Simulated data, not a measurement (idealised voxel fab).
A process module follows: voxel lift off.
Displayed cross-section: cut, width of 260 nm, square cells sized 5 nm.
Cross-section format: a grid of square cells, given as bands from top to bottom; each band is one or more rows of cells. What a band's entry tells you: where the top is and where the bottom is, as heights in nm, and after that what lies inside, material by material from left to right, each with its width in nm. Empty space is written as the word "empty", and a single material marked with the word "edge to edge" occupies the band from edge to edge. Measure heights from 0. That's the level where, below it, the as-received wafer is all one material. The lowest band is bottomless and extends downward; write it as in "0..down". Top row gets the first number, bottom row gets the second, and each row in between changes by the same step: that is how a band width like "30->40" works. A step reported as "same as before" is a step in which no cell of the cross-section changed. In the "Enclosed voids" entry, you get each enclosed empty space of 8 cells or more, one with no open way to the top, written width x height at distance, distance from the left edge, in nm. The remark found on a step's line after its settings is issued by the simulator itself and pertains to that step. A step line may carry the setting "overlay nm", which, for steps involving a mask, states the distance by which the mask lay to the right of its intended position; negative values denote displacement to the left.

Planned process steps:
1 RECEIVE with material Si
2 CONFORMAL_DEP with material SiN, thk nm 15
3 PATTERN with tone open, mask id LINES, material resist, width nm 25, pitch nm 50, thk nm 30, overlay nm 0
4 DIRECTIONAL_DEP with material Ru, thk nm 15
5 STRIP with etch materials resist
6 CONFORMAL_DEP with material SiCN, thk nm 5

The first of the two wafers, which ran as planned:

As received, after step 1:
  0..down = Si edge to edge
  Enclosed voids: none

State of the wafer after step 2, shown in cross-section:
  15..0 = SiN edge to edge
  Under 0: no change, same as before.

State of the wafer after step 3, shown in cross-section:
  45..15 = 65 nm resist; 25 nm empty; 25 nm resist; 25 nm empty; 25 nm resist; 25 nm empty; 70 nm resist
  Under 15: no change, same as before.

State of the wafer after step 4, shown in cross-section:
  60..45 = 65 nm Ru; 25 nm empty; 25 nm Ru; 25 nm empty; 25 nm Ru; 25 nm empty; 70 nm Ru
  45..30 = 65 nm resist; 25 nm empty; 25 nm resist; 25 nm empty; 25 nm resist; 25 nm empty; 70 nm resist
  30..15 = 65 nm resist; 25 nm Ru; 25 nm resist; 25 nm Ru; 25 nm resist; 25 nm Ru; 70 nm resist
  Under 15: no change, same as before.

State of the wafer after step 5, shown in cross-section:
  30..15 = 65 nm empty; 25 nm Ru; 25 nm empty; 25 nm Ru; 25 nm empty; 25 nm Ru; 70 nm empty
  Under 15: no change, same as before.

State of the wafer after step 6, shown in cross-section:
  35..30 = 60 nm empty; 35 nm SiCN; 15 nm empty; 35 nm SiCN; 15 nm empty; 35 nm SiCN; 65 nm empty
  30..20 = 60 nm empty; 5 nm SiCN; 25 nm Ru; 5 nm SiCN; 15 nm empty; 5 nm SiCN; 25 nm Ru; 5 nm SiCN; 15 nm empty; 5 nm SiCN; 25 nm Ru; 5 nm SiCN; 65 nm empty
  20..15 = 65 nm SiCN; 25 nm Ru; 25 nm SiCN; 25 nm Ru; 25 nm SiCN; 25 nm Ru; 70 nm SiCN
  Under 15: no change, same as before.

For the second wafer, take the first wafer's start and plan, then add one mistake made in running it; everything through step 1, that step included, is shared with the first:

Cross-section: second wafer, time at which step 2 was scheduled to end:
  15..0 = SiCN edge to edge
  Under 0: no change, same as before.

Cross-section: second wafer, time at which step 3 was scheduled to end:
  45..15 = 65 nm resist; 25 nm empty; 25 nm resist; 25 nm empty; 25 nm resist; 25 nm empty; 70 nm resist
  Under 15: no change, same as before.

Cross-section: second wafer, time at which step 4 was scheduled to end:
  60..45 = 65 nm Ru; 25 nm empty; 25 nm Ru; 25 nm empty; 25 nm Ru; 25 nm empty; 70 nm Ru
  45..30 = 65 nm resist; 25 nm empty; 25 nm resist; 25 nm empty; 25 nm resist; 25 nm empty; 70 nm resist
  30..15 = 65 nm resist; 25 nm Ru; 25 nm resist; 25 nm Ru; 25 nm resist; 25 nm Ru; 70 nm resist
  Under 15: no change, same as before.

Cross-section: second wafer, time at which step 5 was scheduled to end:
  30..15 = 65 nm empty; 25 nm Ru; 25 nm empty; 25 nm Ru; 25 nm empty; 25 nm Ru; 70 nm empty
  Under 15: no change, same as before.

Cross-section: second wafer, time at which step 6 was scheduled to end:
  35..30 = 60 nm empty; 35 nm SiCN; 15 nm empty; 35 nm SiCN; 15 nm empty; 35 nm SiCN; 65 nm empty
  30..20 = 60 nm empty; 5 nm SiCN; 25 nm Ru; 5 nm SiCN; 15 nm empty; 5 nm SiCN; 25 nm Ru; 5 nm SiCN; 15 nm empty; 5 nm SiCN; 25 nm Ru; 5 nm SiCN; 65 nm empty
  20..15 = 65 nm SiCN; 25 nm Ru; 25 nm SiCN; 25 nm Ru; 25 nm SiCN; 25 nm Ru; 70 nm SiCN
  Under 15: no change, same as before.
Deviation from plan: step 2 did not use the planned setting and instead ran as CONFORMAL_DEP with material SiCN, thk nm 15
Final wafer comparison in cells, second versus first, more or fewer per material: SiCN: 156 more, SiN: 156 fewer
